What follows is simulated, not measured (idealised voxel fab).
Documented hereafter: the process module known as voxel wiring stack.
Displayed cross-section: cut, width of 260 nm, square cells sized 5 nm.
Heads up, the way a cross-section reads in here is a grid of square cells, handed over as bands from the top down, with every band being one or more rows of cells.
The band entry comprises the height of the band's top followed by the height of its bottom, expressed in nm, and subsequently the band's materials from left to right, each stated together with its width in nm. Where a single material is marked with the word "all across", that material fills the band from edge to edge. The word "blank" represents empty space.
Measure heights from 0. That's the level where, below it, the as-received wafer is all one material. The lowest band is bottomless and extends downward; write it as in "0 down".
The expression "30..40" gives the width at the extremes of the band, the first number at its top row of cells and the second at its bottom row, with the width changing by equal amounts from each row to the next in between.
Where the words "all unchanged" appear for a step, the cross-section shows no cell changed by that step; every cell remained as before.
So "Closed void listing" is basically the list of trapped voids: any empty space of 8 cells or more that can't reach the top through an opening. They're written width x height at distance, the distance being from the left edge, and it's all nm.
Note: text after step settings on the step line = simulator remark on that step.
The "overlay nm" setting may appear on a step's line; for a step that uses a mask, it gives how far to the right of its planned position the mask lay, and a negative value indicates the left.
The following list gives the planned process steps:
1,RECEIVE, material Si
2,CONFORMAL_DEP, material SiO2, thk nm 10
3,DIRECTIONAL_DEP, material TiN, thk nm 5
4,DIRECTIONAL_DEP, material Ru, thk nm 20
5,PATTERN, tone cover, mask id METAL_1, material resist, width nm 30, pitch nm 50, thk nm 20, overlay nm 0
6,DIRECTIONAL_ETCH, etch materials Ru, depth nm 20
7,DIRECTIONAL_ETCH, etch materials TiN, depth nm 5
8,STRIP, etch materials resist
9,FILL_DEP, material SiO2, thk nm 5
10,CMP, height nm 35
11,CONFORMAL_DEP, material SiCN, thk nm 5
12,DIRECTIONAL_DEP, material SiO2, thk nm 10
13,DIRECTIONAL_DEP, material aC, thk nm 10
14,PATTERN, tone open, mask id PLUG_1, material resist, width nm 15, pitch nm 50, thk nm 25, overlay nm 0
15,DIRECTIONAL_ETCH, etch materials aC, depth nm 10
16,STRIP, etch materials resist
17,DIRECTIONAL_ETCH, etch materials SiO2, depth nm 10
18,DIRECTIONAL_ETCH, etch materials SiCN, depth nm 5
19,STRIP, etch materials aC
20,EPI, material Ru, thk nm 10
21,EPI, material Ru, thk nm 5
22,DIRECTIONAL_DEP, material TiN, thk nm 5
23,DIRECTIONAL_DEP, material Ru, thk nm 25
24,DIRECTIONAL_DEP, material aC, thk nm 10
25,PATTERN, tone cover, mask id METAL_2, material resist, width nm 30, pitch nm 50, thk nm 30, overlay nm 0
26,DIRECTIONAL_ETCH, etch materials aC, depth nm 10
27,STRIP, etch materials resist
28,DIRECTIONAL_ETCH, etch materials Ru, depth nm 25
29,DIRECTIONAL_ETCH, etch materials TiN, depth nm 5
30,STRIP, etch materials aC
31,FILL_DEP, material SiO2, thk nm 10
32,CMP, height nm 80
33,CONFORMAL_DEP, material SiCN, thk nm 5
34,DIRECTIONAL_DEP, material lowk, thk nm 25
35,DIRECTIONAL_DEP, material aC, thk nm 15
36,PATTERN, tone open, mask id METAL_3_HOLES, material resist, width nm 15, pitch nm 50, thk nm 35, overlay nm 0
37,DIRECTIONAL_ETCH, etch materials aC, depth nm 15
38,STRIP, etch materials resist
39,DIRECTIONAL_ETCH, etch materials lowk, depth nm 25
40,STRIP, etch materials aC
41,DIRECTIONAL_DEP, material aC, thk nm 10
42,PATTERN, tone open, mask id METAL_3, material resist, width nm 30, pitch nm 50, thk nm 25, overlay nm 0
43,DIRECTIONAL_ETCH, etch materials aC, depth nm 10
44,STRIP, etch materials resist
45,DIRECTIONAL_ETCH, etch materials lowk, depth nm 15
46,DIRECTIONAL_ETCH, etch materials SiCN, depth nm 5
47,STRIP, etch materials aC
48,CONFORMAL_DEP, material TiN, thk nm 5
49,FILL_DEP, material Cu, thk nm 5
50,CMP, height nm 110
51,CONFORMAL_DEP, material SiCN, thk nm 5
52,DIRECTIONAL_DEP, material SiO2, thk nm 15
53,DIRECTIONAL_DEP, material aC, thk nm 10
54,PATTERN, tone open, mask id PLUG_3, material resist, width nm 15, pitch nm 50, thk nm 25, overlay nm 0
55,DIRECTIONAL_ETCH, etch materials aC, depth nm 10
56,STRIP, etch materials resist
57,DIRECTIONAL_ETCH, etch materials SiO2, depth nm 15
58,DIRECTIONAL_ETCH, etch materials SiCN, depth nm 5
59,STRIP, etch materials aC
60,EPI, material Ru, thk nm 10
61,EPI, material Ru, thk nm 10
62,DIRECTIONAL_DEP, material TiN, thk nm 5
63,DIRECTIONAL_DEP, material Ru, thk nm 20
64,MASKED_ETCH, tone cover, mask id METAL_4, width nm 30, pitch nm 50, etch materials Ru, depth nm 20, overlay nm 0
65,MASKED_ETCH, tone cover, mask id METAL_4, width nm 30, pitch nm 50, etch materials TiN, depth nm 5, overlay nm 0
66,FILL_DEP, material SiO2, thk nm 5
67,CMP, height nm 155
68,CONFORMAL_DEP, material SiCN, thk nm 5
First of two wafers, processed according to plan:
This is the cross-section of the wafer as we received it, i.e. after step 1:
> 0 down  Si all across
> Closed void listing: none
State of the wafer after step 2, shown in cross-section:
> 10 to 0  SiO2 all across
> Unchanged below 0.
State of the wafer after step 3, shown in cross-section:
> 15 to 10  TiN all across
> Unchanged below 10.
State of the wafer after step 4, shown in cross-section:
> 35 to 15  Ru all across
> Unchanged below 15.
State of the wafer after step 5, shown in cross-section:
> 55 to 35  blank 40; resist 30; blank 20; resist 30; blank 20; resist 30; blank 20; resist 30; blank 40
> Unchanged below 35.
State of the wafer after step 6, shown in cross-section:
> 55 to 35  blank 40; resist 30; blank 20; resist 30; blank 20; resist 30; blank 20; resist 30; blank 40
> 35 to 15  blank 40; Ru 30; blank 20; Ru 30; blank 20; Ru 30; blank 20; Ru 30; blank 40
> Unchanged below 15.
State of the wafer after step 7, shown in cross-section:
> 55 to 35  blank 40; resist 30; blank 20; resist 30; blank 20; resist 30; blank 20; resist 30; blank 40
> 35 to 15  blank 40; Ru 30; blank 20; Ru 30; blank 20; Ru 30; blank 20; Ru 30; blank 40
> 15 to 10  blank 40; TiN 30; blank 20; TiN 30; blank 20; TiN 30; blank 20; TiN 30; blank 40
> Unchanged below 10.
State of the wafer after step 8, shown in cross-section:
> 35 to 15  blank 40; Ru 30; blank 20; Ru 30; blank 20; Ru 30; blank 20; Ru 30; blank 40
> Unchanged below 15.
State of the wafer after step 9, shown in cross-section:
> 40 to 35  SiO2 all across
> 35 to 15  SiO2 40; Ru 30; SiO2 20; Ru 30; SiO2 20; Ru 30; SiO2 20; Ru 30; SiO2 40
> 15 to 10  SiO2 40; TiN 30; SiO2 20; TiN 30; SiO2 20; TiN 30; SiO2 20; TiN 30; SiO2 40
> Unchanged below 10.
State of the wafer after step 10, shown in cross-section:
> 35 to 15  SiO2 40; Ru 30; SiO2 20; Ru 30; SiO2 20; Ru 30; SiO2 20; Ru 30; SiO2 40
> Unchanged below 15.
State of the wafer after step 11, shown in cross-section:
> 40 to 35  SiCN all across
> Unchanged below 35.
State of the wafer after step 12, shown in cross-section:
> 50 to 40  SiO2 all across
> Unchanged below 40.
State of the wafer after step 13, shown in cross-section:
> 60 to 50  aC all across
> Unchanged below 50.
State of the wafer after step 14, shown in cross-section:
> 85 to 60  resist 40; blank 15; resist 35; blank 15; resist 35; blank 15; resist 35; blank 15; resist 55
> Unchanged below 60.
State of the wafer after step 15, shown in cross-section:
> 75 to 60  resist 40; blank 15; resist 35; blank 15; resist 35; blank 15; resist 35; blank 15; resist 55
> 60 to 50  aC 40; blank 15; aC 35; blank 15; aC 35; blank 15; aC 35; blank 15; aC 55
> Unchanged below 50.
State of the wafer after step 16, shown in cross-section:
> 60 to 50  aC 40; blank 15; aC 35; blank 15; aC 35; blank 15; aC 35; blank 15; aC 55
> Unchanged below 50.
State of the wafer after step 17, shown in cross-section:
> 60 to 50  aC 40; blank 15; aC 35; blank 15; aC 35; blank 15; aC 35; blank 15; aC 55
> 50 to 40  SiO2 40; blank 15; SiO2 35; blank 15; SiO2 35; blank 15; SiO2 35; blank 15; SiO2 55
> Unchanged below 40.
State of the wafer after step 18, shown in cross-section:
> 60 to 50  aC 40; blank 15; aC 35; blank 15; aC 35; blank 15; aC 35; blank 15; aC 55
> 50 to 40  SiO2 40; blank 15; SiO2 35; blank 15; SiO2 35; blank 15; SiO2 35; blank 15; SiO2 55
> 40 to 35  SiCN 40; blank 15; SiCN 35; blank 15; SiCN 35; blank 15; SiCN 35; blank 15; SiCN 55
> Unchanged below 35.
State of the wafer after step 19, shown in cross-section:
> 50 to 40  SiO2 40; blank 15; SiO2 35; blank 15; SiO2 35; blank 15; SiO2 35; blank 15; SiO2 55
> Unchanged below 40.
State of the wafer after step 20, shown in cross-section:
> 50 to 45  SiO2 40; blank 15; SiO2 35; blank 15; SiO2 35; blank 15; SiO2 35; blank 15; SiO2 55
> 45 to 40  SiO2 40; Ru 15; SiO2 35; Ru 15; SiO2 35; Ru 15; SiO2 35; Ru 15; SiO2 55
> 40 to 35  SiCN 40; Ru 15; SiCN 35; Ru 15; SiCN 35; Ru 15; SiCN 35; Ru 15; SiCN 55
> Unchanged below 35.
State of the wafer after step 21, shown in cross-section:
> 50 to 40  SiO2 40; Ru 15; SiO2 35; Ru 15; SiO2 35; Ru 15; SiO2 35; Ru 15; SiO2 55
> Unchanged below 40.
State of the wafer after step 22, shown in cross-section:
> 55 to 50  TiN all across
> Unchanged below 50.
State of the wafer after step 23, shown in cross-section:
> 80 to 55  Ru all across
> Unchanged below 55.
State of the wafer after step 24, shown in cross-section:
> 90 to 80  aC all across
> Unchanged below 80.
State of the wafer after step 25, shown in cross-section:
> 120 to 90  blank 40; resist 30; blank 20; resist 30; blank 20; resist 30; blank 20; resist 30; blank 40
> Unchanged below 90.
State of the wafer after step 26, shown in cross-section:
> 110 to 90  blank 40; resist 30; blank 20; resist 30; blank 20; resist 30; blank 20; resist 30; blank 40
> 90 to 80  blank 40; aC 30; blank 20; aC 30; blank 20; aC 30; blank 20; aC 30; blank 40
> Unchanged below 80.
State of the wafer after step 27, shown in cross-section:
> 90 to 80  blank 40; aC 30; blank 20; aC 30; blank 20; aC 30; blank 20; aC 30; blank 40
> Unchanged below 80.
State of the wafer after step 28, shown in cross-section:
> 90 to 80  blank 40; aC 30; blank 20; aC 30; blank 20; aC 30; blank 20; aC 30; blank 40
> 80 to 55  blank 40; Ru 30; blank 20; Ru 30; blank 20; Ru 30; blank 20; Ru 30; blank 40
> Unchanged below 55.
State of the wafer after step 29, shown in cross-section:
> 90 to 80  blank 40; aC 30; blank 20; aC 30; blank 20; aC 30; blank 20; aC 30; blank 40
> 80 to 55  blank 40; Ru 30; blank 20; Ru 30; blank 20; Ru 30; blank 20; Ru 30; blank 40
> 55 to 50  blank 40; TiN 30; blank 20; TiN 30; blank 20; TiN 30; blank 20; TiN 30; blank 40
> Unchanged below 50.
State of the wafer after step 30, shown in cross-section:
> 80 to 55  blank 40; Ru 30; blank 20; Ru 30; blank 20; Ru 30; blank 20; Ru 30; blank 40
> Unchanged below 55.
State of the wafer after step 31, shown in cross-section:
> 90 to 80  SiO2 all across
> 80 to 55  SiO2 40; Ru 30; SiO2 20; Ru 30; SiO2 20; Ru 30; SiO2 20; Ru 30; SiO2 40
> 55 to 50  SiO2 40; TiN 30; SiO2 20; TiN 30; SiO2 20; TiN 30; SiO2 20; TiN 30; SiO2 40
> Unchanged below 50.
State of the wafer after step 32, shown in cross-section:
> 80 to 55  SiO2 40; Ru 30; SiO2 20; Ru 30; SiO2 20; Ru 30; SiO2 20; Ru 30; SiO2 40
> Unchanged below 55.
State of the wafer after step 33, shown in cross-section:
> 85 to 80  SiCN all across
> Unchanged below 80.
State of the wafer after step 34, shown in cross-section:
> 110 to 85  lowk all across
> Unchanged below 85.
State of the wafer after step 35, shown in cross-section:
> 125 to 110  aC all across
> Unchanged below 110.
State of the wafer after step 36, shown in cross-section:
> 160 to 125  resist 40; blank 15; resist 35; blank 15; resist 35; blank 15; resist 35; blank 15; resist 55
> Unchanged below 125.
State of the wafer after step 37, shown in cross-section:
> 145 to 125  resist 40; blank 15; resist 35; blank 15; resist 35; blank 15; resist 35; blank 15; resist 55
> 125 to 110  aC 40; blank 15; aC 35; blank 15; aC 35; blank 15; aC 35; blank 15; aC 55
> Unchanged below 110.
State of the wafer after step 38, shown in cross-section:
> 125 to 110  aC 40; blank 15; aC 35; blank 15; aC 35; blank 15; aC 35; blank 15; aC 55
> Unchanged below 110.
State of the wafer after step 39, shown in cross-section:
> 125 to 110  aC 40; blank 15; aC 35; blank 15; aC 35; blank 15; aC 35; blank 15; aC 55
> 110 to 85  lowk 40; blank 15; lowk 35; blank 15; lowk 35; blank 15; lowk 35; blank 15; lowk 55
> Unchanged below 85.
State of the wafer after step 40, shown in cross-section:
> 110 to 85  lowk 40; blank 15; lowk 35; blank 15; lowk 35; blank 15; lowk 35; blank 15; lowk 55
> Unchanged below 85.
State of the wafer after step 41, shown in cross-section:
> 120 to 110  aC 40; blank 15; aC 35; blank 15; aC 35; blank 15; aC 35; blank 15; aC 55
> 110 to 95  lowk 40; blank 15; lowk 35; blank 15; lowk 35; blank 15; lowk 35; blank 15; lowk 55
> 95 to 85  lowk 40; aC 15; lowk 35; aC 15; lowk 35; aC 15; lowk 35; aC 15; lowk 55
> Unchanged below 85.
State of the wafer after step 42, shown in cross-section:
> 145 to 120  resist 40; blank 30; resist 20; blank 30; resist 20; blank 30; resist 20; blank 30; resist 40
> Unchanged below 120.
State of the wafer after step 43, shown in cross-section:
> 135 to 120  resist 40; blank 30; resist 20; blank 30; resist 20; blank 30; resist 20; blank 30; resist 40
> 120 to 110  aC 40; blank 30; aC 20; blank 30; aC 20; blank 30; aC 20; blank 30; aC 40
> 110 to 85  lowk 40; blank 15; lowk 35; blank 15; lowk 35; blank 15; lowk 35; blank 15; lowk 55
> Unchanged below 85.
State of the wafer after step 44, shown in cross-section:
> 120 to 110  aC 40; blank 30; aC 20; blank 30; aC 20; blank 30; aC 20; blank 30; aC 40
> Unchanged below 110.
State of the wafer after step 45, shown in cross-section:
> 120 to 110  aC 40; blank 30; aC 20; blank 30; aC 20; blank 30; aC 20; blank 30; aC 40
> 110 to 95  lowk 40; blank 30; lowk 20; blank 30; lowk 20; blank 30; lowk 20; blank 30; lowk 40
> Unchanged below 95.
State of the wafer after step 46, shown in cross-section:
> 120 to 110  aC 40; blank 30; aC 20; blank 30; aC 20; blank 30; aC 20; blank 30; aC 40
> 110 to 95  lowk 40; blank 30; lowk 20; blank 30; lowk 20; blank 30; lowk 20; blank 30; lowk 40
> 95 to 85  lowk 40; blank 15; lowk 35; blank 15; lowk 35; blank 15; lowk 35; blank 15; lowk 55
> 85 to 80  SiCN 40; blank 15; SiCN 35; blank 15; SiCN 35; blank 15; SiCN 35; blank 15; SiCN 55
> Unchanged below 80.
State of the wafer after step 47, shown in cross-section:
> 110 to 95  lowk 40; blank 30; lowk 20; blank 30; lowk 20; blank 30; lowk 20; blank 30; lowk 40
> Unchanged below 95.
State of the wafer after step 48, shown in cross-section:
> 115 to 110  TiN 45; blank 20; TiN 30; blank 20; TiN 30; blank 20; TiN 30; blank 20; TiN 45
> 110 to 100  lowk 40; TiN 5; blank 20; TiN 5; lowk 20; TiN 5; blank 20; TiN 5; lowk 20; TiN 5; blank 20; TiN 5; lowk 20; TiN 5; blank 20; TiN 5; lowk 40
> 100 to 95  lowk 40; TiN 5; blank 5; TiN 20; lowk 20; TiN 5; blank 5; TiN 20; lowk 20; TiN 5; blank 5; TiN 20; lowk 20; TiN 5; blank 5; TiN 20; lowk 40
> 95 to 85  lowk 40; TiN 5; blank 5; TiN 5; lowk 35; TiN 5; blank 5; TiN 5; lowk 35; TiN 5; blank 5; TiN 5; lowk 35; TiN 5; blank 5; TiN 5; lowk 55
> 85 to 80  SiCN 40; TiN 15; SiCN 35; TiN 15; SiCN 35; TiN 15; SiCN 35; TiN 15; SiCN 55
> Unchanged below 80.
State of the wafer after step 49, shown in cross-section:
> 120 to 115  Cu all across
> 115 to 110  TiN 45; Cu 20; TiN 30; Cu 20; TiN 30; Cu 20; TiN 30; Cu 20; TiN 45
> 110 to 100  lowk 40; TiN 5; Cu 20; TiN 5; lowk 20; TiN 5; Cu 20; TiN 5; lowk 20; TiN 5; Cu 20; TiN 5; lowk 20; TiN 5; Cu 20; TiN 5; lowk 40
> 100 to 95  lowk 40; TiN 5; Cu 5; TiN 20; lowk 20; TiN 5; Cu 5; TiN 20; lowk 20; TiN 5; Cu 5; TiN 20; lowk 20; TiN 5; Cu 5; TiN 20; lowk 40
> 95 to 85  lowk 40; TiN 5; Cu 5; TiN 5; lowk 35; TiN 5; Cu 5; TiN 5; lowk 35; TiN 5; Cu 5; TiN 5; lowk 35; TiN 5; Cu 5; TiN 5; lowk 55
> Unchanged below 85.
State of the wafer after step 50, shown in cross-section:
> 110 to 100  lowk 40; TiN 5; Cu 20; TiN 5; lowk 20; TiN 5; Cu 20; TiN 5; lowk 20; TiN 5; Cu 20; TiN 5; lowk 20; TiN 5; Cu 20; TiN 5; lowk 40
> Unchanged below 100.
State of the wafer after step 51, shown in cross-section:
> 115 to 110  SiCN all across
> Unchanged below 110.
State of the wafer after step 52, shown in cross-section:
> 130 to 115  SiO2 all across
> Unchanged below 115.
State of the wafer after step 53, shown in cross-section:
> 140 to 130  aC all across
> Unchanged below 130.
State of the wafer after step 54, shown in cross-section:
> 165 to 140  resist 40; blank 15; resist 35; blank 15; resist 35; blank 15; resist 35; blank 15; resist 55
> Unchanged below 140.
State of the wafer after step 55, shown in cross-section:
> 155 to 140  resist 40; blank 15; resist 35; blank 15; resist 35; blank 15; resist 35; blank 15; resist 55
> 140 to 130  aC 40; blank 15; aC 35; blank 15; aC 35; blank 15; aC 35; blank 15; aC 55
> Unchanged below 130.
State of the wafer after step 56, shown in cross-section:
> 140 to 130  aC 40; blank 15; aC 35; blank 15; aC 35; blank 15; aC 35; blank 15; aC 55
> Unchanged below 130.
State of the wafer after step 57, shown in cross-section:
> 140 to 130  aC 40; blank 15; aC 35; blank 15; aC 35; blank 15; aC 35; blank 15; aC 55
> 130 to 115  SiO2 40; blank 15; SiO2 35; blank 15; SiO2 35; blank 15; SiO2 35; blank 15; SiO2 55
> Unchanged below 115.
State of the wafer after step 58, shown in cross-section:
> 140 to 130  aC 40; blank 15; aC 35; blank 15; aC 35; blank 15; aC 35; blank 15; aC 55
> 130 to 115  SiO2 40; blank 15; SiO2 35; blank 15; SiO2 35; blank 15; SiO2 35; blank 15; SiO2 55
> 115 to 110  SiCN 40; blank 15; SiCN 35; blank 15; SiCN 35; blank 15; SiCN 35; blank 15; SiCN 55
> Unchanged below 110.
State of the wafer after step 59, shown in cross-section:
> 130 to 115  SiO2 40; blank 15; SiO2 35; blank 15; SiO2 35; blank 15; SiO2 35; blank 15; SiO2 55
> Unchanged below 115.
State of the wafer after step 60, shown in cross-section:
> 130 to 120  SiO2 40; blank 15; SiO2 35; blank 15; SiO2 35; blank 15; SiO2 35; blank 15; SiO2 55
> 120 to 115  SiO2 40; Ru 15; SiO2 35; Ru 15; SiO2 35; Ru 15; SiO2 35; Ru 15; SiO2 55
> 115 to 110  SiCN 40; Ru 15; SiCN 35; Ru 15; SiCN 35; Ru 15; SiCN 35; Ru 15; SiCN 55
> Unchanged below 110.
State of the wafer after step 61, shown in cross-section:
> 130 to 115  SiO2 40; Ru 15; SiO2 35; Ru 15; SiO2 35; Ru 15; SiO2 35; Ru 15; SiO2 55
> Unchanged below 115.
State of the wafer after step 62, shown in cross-section:
> 135 to 130  TiN all across
> Unchanged below 130.
State of the wafer after step 63, shown in cross-section:
> 155 to 135  Ru all across
> Unchanged below 135.
State of the wafer after step 64, shown in cross-section:
> 155 to 135  blank 40; Ru 30; blank 20; Ru 30; blank 20; Ru 30; blank 20; Ru 30; blank 40
> Unchanged below 135.
State of the wafer after step 65, shown in cross-section:
> 155 to 135  blank 40; Ru 30; blank 20; Ru 30; blank 20; Ru 30; blank 20; Ru 30; blank 40
> 135 to 130  blank 40; TiN 30; blank 20; TiN 30; blank 20; TiN 30; blank 20; TiN 30; blank 40
> Unchanged below 130.
State of the wafer after step 66, shown in cross-section:
> 160 to 155  SiO2 all across
> 155 to 135  SiO2 40; Ru 30; SiO2 20; Ru 30; SiO2 20; Ru 30; SiO2 20; Ru 30; SiO2 40
> 135 to 130  SiO2 40; TiN 30; SiO2 20; TiN 30; SiO2 20; TiN 30; SiO2 20; TiN 30; SiO2 40
> Unchanged below 130.
State of the wafer after step 67, shown in cross-section:
> 155 to 135  SiO2 40; Ru 30; SiO2 20; Ru 30; SiO2 20; Ru 30; SiO2 20; Ru 30; SiO2 40
> Unchanged below 135.
State of the wafer after step 68, shown in cross-section:
> 160 to 155  SiCN all across
> Unchanged below 155.
Okay, second wafer. Nothing different at the start, nothing different in the plan, just one mistake somewhere in the running. As far as step 41, counting that step, it's the first wafer all over again:
The second wafer cut through, at the time step 42 was supposed to be finished:
> 145 to 120  resist 40; blank 35; resist 15; blank 35; resist 15; blank 35; resist 15; blank 35; resist 35
> Unchanged below 120.
The second wafer cut through, at the time step 43 was supposed to be finished:
> 135 to 120  resist 40; blank 35; resist 15; blank 35; resist 15; blank 35; resist 15; blank 35; resist 35
> 120 to 110  aC 40; blank 35; aC 15; blank 35; aC 15; blank 35; aC 15; blank 35; aC 35
> 110 to 85  lowk 40; blank 15; lowk 35; blank 15; lowk 35; blank 15; lowk 35; blank 15; lowk 55
> Unchanged below 85.
The second wafer cut through, at the time step 44 was supposed to be finished:
> 120 to 110  aC 40; blank 35; aC 15; blank 35; aC 15; blank 35; aC 15; blank 35; aC 35
> Unchanged below 110.
The second wafer cut through, at the time step 45 was supposed to be finished:
> 120 to 110  aC 40; blank 35; aC 15; blank 35; aC 15; blank 35; aC 15; blank 35; aC 35
> 110 to 95  lowk 40; blank 35; lowk 15; blank 35; lowk 15; blank 35; lowk 15; blank 35; lowk 35
> Unchanged below 95.
The second wafer cut through, at the time step 46 was supposed to be finished:
> 120 to 110  aC 40; blank 35; aC 15; blank 35; aC 15; blank 35; aC 15; blank 35; aC 35
> 110 to 95  lowk 40; blank 35; lowk 15; blank 35; lowk 15; blank 35; lowk 15; blank 35; lowk 35
> 95 to 85  lowk 40; blank 15; lowk 35; blank 15; lowk 35; blank 15; lowk 35; blank 15; lowk 55
> 85 to 80  SiCN 40; blank 15; SiCN 35; blank 15; SiCN 35; blank 15; SiCN 35; blank 15; SiCN 55
> Unchanged below 80.
The second wafer cut through, at the time step 47 was supposed to be finished:
> 110 to 95  lowk 40; blank 35; lowk 15; blank 35; lowk 15; blank 35; lowk 15; blank 35; lowk 35
> Unchanged below 95.
The second wafer cut through, at the time step 48 was supposed to be finished:
> 115 to 110  TiN 45; blank 25; TiN 25; blank 25; TiN 25; blank 25; TiN 25; blank 25; TiN 40
> 110 to 100  lowk 40; TiN 5; blank 25; TiN 5; lowk 15; TiN 5; blank 25; TiN 5; lowk 15; TiN 5; blank 25; TiN 5; lowk 15; TiN 5; blank 25; TiN 5; lowk 35
> 100 to 95  lowk 40; TiN 5; blank 5; TiN 25; lowk 15; TiN 5; blank 5; TiN 25; lowk 15; TiN 5; blank 5; TiN 25; lowk 15; TiN 5; blank 5; TiN 25; lowk 35
> 95 to 85  lowk 40; TiN 5; blank 5; TiN 5; lowk 35; TiN 5; blank 5; TiN 5; lowk 35; TiN 5; blank 5; TiN 5; lowk 35; TiN 5; blank 5; TiN 5; lowk 55
> 85 to 80  SiCN 40; TiN 15; SiCN 35; TiN 15; SiCN 35; TiN 15; SiCN 35; TiN 15; SiCN 55
> Unchanged below 80.
The second wafer cut through, at the time step 49 was supposed to be finished:
> 120 to 115  Cu all across
> 115 to 110  TiN 45; Cu 25; TiN 25; Cu 25; TiN 25; Cu 25; TiN 25; Cu 25; TiN 40
> 110 to 100  lowk 40; TiN 5; Cu 25; TiN 5; lowk 15; TiN 5; Cu 25; TiN 5; lowk 15; TiN 5; Cu 25; TiN 5; lowk 15; TiN 5; Cu 25; TiN 5; lowk 35
> 100 to 95  lowk 40; TiN 5; Cu 5; TiN 25; lowk 15; TiN 5; Cu 5; TiN 25; lowk 15; TiN 5; Cu 5; TiN 25; lowk 15; TiN 5; Cu 5; TiN 25; lowk 35
> 95 to 85  lowk 40; TiN 5; Cu 5; TiN 5; lowk 35; TiN 5; Cu 5; TiN 5; lowk 35; TiN 5; Cu 5; TiN 5; lowk 35; TiN 5; Cu 5; TiN 5; lowk 55
> Unchanged below 85.
The second wafer cut through, at the time step 50 was supposed to be finished:
> 110 to 100  lowk 40; TiN 5; Cu 25; TiN 5; lowk 15; TiN 5; Cu 25; TiN 5; lowk 15; TiN 5; Cu 25; TiN 5; lowk 15; TiN 5; Cu 25; TiN 5; lowk 35
> Unchanged below 100.
The second wafer cut through, at the time step 51 was supposed to be finished:
> 115 to 110  SiCN all across
> Unchanged below 110.
The second wafer cut through, at the time step 52 was supposed to be finished:
> 130 to 115  SiO2 all across
> Unchanged below 115.
The second wafer cut through, at the time step 53 was supposed to be finished:
> 140 to 130  aC all across
> Unchanged below 130.
The second wafer cut through, at the time step 54 was supposed to be finished:
> 165 to 140  resist 40; blank 15; resist 35; blank 15; resist 35; blank 15; resist 35; blank 15; resist 55
> Unchanged below 140.
The second wafer cut through, at the time step 55 was supposed to be finished:
> 155 to 140  resist 40; blank 15; resist 35; blank 15; resist 35; blank 15; resist 35; blank 15; resist 55
> 140 to 130  aC 40; blank 15; aC 35; blank 15; aC 35; blank 15; aC 35; blank 15; aC 55
> Unchanged below 130.
The second wafer cut through, at the time step 56 was supposed to be finished:
> 140 to 130  aC 40; blank 15; aC 35; blank 15; aC 35; blank 15; aC 35; blank 15; aC 55
> Unchanged below 130.
The second wafer cut through, at the time step 57 was supposed to be finished:
> 140 to 130  aC 40; blank 15; aC 35; blank 15; aC 35; blank 15; aC 35; blank 15; aC 55
> 130 to 115  SiO2 40; blank 15; SiO2 35; blank 15; SiO2 35; blank 15; SiO2 35; blank 15; SiO2 55
> Unchanged below 115.
The second wafer cut through, at the time step 58 was supposed to be finished:
> 140 to 130  aC 40; blank 15; aC 35; blank 15; aC 35; blank 15; aC 35; blank 15; aC 55
> 130 to 115  SiO2 40; blank 15; SiO2 35; blank 15; SiO2 35; blank 15; SiO2 35; blank 15; SiO2 55
> 115 to 110  SiCN 40; blank 15; SiCN 35; blank 15; SiCN 35; blank 15; SiCN 35; blank 15; SiCN 55
> Unchanged below 110.
The second wafer cut through, at the time step 59 was supposed to be finished:
> 130 to 115  SiO2 40; blank 15; SiO2 35; blank 15; SiO2 35; blank 15; SiO2 35; blank 15; SiO2 55
> Unchanged below 115.
The second wafer cut through, at the time step 60 was supposed to be finished:
> 130 to 120  SiO2 40; blank 15; SiO2 35; blank 15; SiO2 35; blank 15; SiO2 35; blank 15; SiO2 55
> 120 to 115  SiO2 40; Ru 15; SiO2 35; Ru 15; SiO2 35; Ru 15; SiO2 35; Ru 15; SiO2 55
> 115 to 110  SiCN 40; Ru 15; SiCN 35; Ru 15; SiCN 35; Ru 15; SiCN 35; Ru 15; SiCN 55
> Unchanged below 110.
The second wafer cut through, at the time step 61 was supposed to be finished:
> 130 to 115  SiO2 40; Ru 15; SiO2 35; Ru 15; SiO2 35; Ru 15; SiO2 35; Ru 15; SiO2 55
> Unchanged below 115.
The second wafer cut through, at the time step 62 was supposed to be finished:
> 135 to 130  TiN all across
> Unchanged below 130.
The second wafer cut through, at the time step 63 was supposed to be finished:
> 155 to 135  Ru all across
> Unchanged below 135.
The second wafer cut through, at the time step 64 was supposed to be finished:
> 155 to 135  blank 40; Ru 30; blank 20; Ru 30; blank 20; Ru 30; blank 20; Ru 30; blank 40
> Unchanged below 135.
The second wafer cut through, at the time step 65 was supposed to be finished:
> 155 to 135  blank 40; Ru 30; blank 20; Ru 30; blank 20; Ru 30; blank 20; Ru 30; blank 40
> 135 to 130  blank 40; TiN 30; blank 20; TiN 30; blank 20; TiN 30; blank 20; TiN 30; blank 40
> Unchanged below 130.
The second wafer cut through, at the time step 66 was supposed to be finished:
> 160 to 155  SiO2 all across
> 155 to 135  SiO2 40; Ru 30; SiO2 20; Ru 30; SiO2 20; Ru 30; SiO2 20; Ru 30; SiO2 40
> 135 to 130  SiO2 40; TiN 30; SiO2 20; TiN 30; SiO2 20; TiN 30; SiO2 20; TiN 30; SiO2 40
> Unchanged below 130.
The second wafer cut through, at the time step 67 was supposed to be finished:
> 155 to 135  SiO2 40; Ru 30; SiO2 20; Ru 30; SiO2 20; Ru 30; SiO2 20; Ru 30; SiO2 40
> Unchanged below 135.
The second wafer cut through, at the time step 68 was supposed to be finished:
> 160 to 155  SiCN all across
> Unchanged below 155.
Diagnosis: off-plan run, step 42, actual operation and settings PATTERN, tone open, mask id METAL_3, material resist, width nm 35, pitch nm 50, thk nm 25, overlay nm 0
Cell-count delta at end, second wafer over first, by material: Cu: 8 more, TiN: 4 more, lowk: 12 fewer
